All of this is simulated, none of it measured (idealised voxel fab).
The name of this process module is voxel released beams.
Section shown: cut. Width: 245 nm. Cell size: 5 nm, square.
Cross-section = grid of square cells, listed top down in bands; band = one or more rows. Band entry format. Leading values: height of top, height of bottom, nm. Remainder: materials in left-to-right order, each with its width in nm. Special words: "throughout" on a single material, which then fills the band edge to edge; "empty", empty space. For the purposes of this specification, 0 denotes the height below which the wafer in its as-received condition is composed wholly of one material, and the lowermost band, lacking a lower limit, extends downward without end, as expressed in "0 nm and below". Width: "30 to 40" (first number = top row, second number = bottom row, same change from row to row of cells). Where the words "no modification" appear for a step, the cross-section shows no cell changed by that step; every cell remained as before. Unvented internal voids: empty space of 8 cells or more with no open way to the top, each as width x height at its distance from the left edge, in nm. The remark found on a step's line after its settings is issued by the simulator itself and pertains to that step. You can add "overlay nm" to a step's line. For a step with a mask, it describes how far the mask lay to the right of its planned position, and a negative number describes a lay to the left.
SO HERE'S THE LINEUP OF PROCESS STEPS WE PLANNED
1,RECEIVE, material Si
2,CONFORMAL_DEP, material SiN, thk nm 5
3,DIRECTIONAL_DEP, material SiO2, thk nm 10
4,DIRECTIONAL_DEP, material aC, thk nm 15
5,PATTERN, tone open, mask id ANCHOR, material resist, width nm 35, thk nm 35, overlay nm 0
6,DIRECTIONAL_ETCH, etch materials aC, depth nm 15
7,STRIP, etch materials resist
8,DIRECTIONAL_ETCH, etch materials SiO2, depth nm 10
9,STRIP, etch materials aC
10,CONFORMAL_DEP, material polySi, thk nm 15
11,PATTERN, tone cover, mask id BEAM, material resist, width nm 110, thk nm 15, overlay nm 0
12,DIRECTIONAL_ETCH, etch materials polySi, depth nm 15
13,STRIP, etch materials resist
14,STRIP, etch materials SiO2
CROSS-SECTION OF THE WAFER AT RECEIPT, WHICH IS THE CONDITION AFTER STEP 1
> 0 nm and below: Si throughout
> Unvented internal voids: none
THIS IS HOW THE WAFER LOOKS IN CROSS-SECTION ONCE THE MODULE IS DONE, GIVEN THE STARTING STATE AND PLAN ABOVE AND ONE MISTAKE IN CARRYING THE PLAN OUT
> 25 nm to 15 nm: 65 nm empty  20 nm polySi  5 nm empty  85 nm polySi  70 nm empty
> 15 nm to 10 nm: 65 nm empty  110 nm polySi  70 nm empty
> 10 nm to 0 nm: 70 nm empty  35 nm polySi  140 nm empty
> 0 nm and below: Si throughout
> Unvented internal voids: none
Nonconformance to the process plan: execution of step 2 of the plan did not take place, the step having been omitted
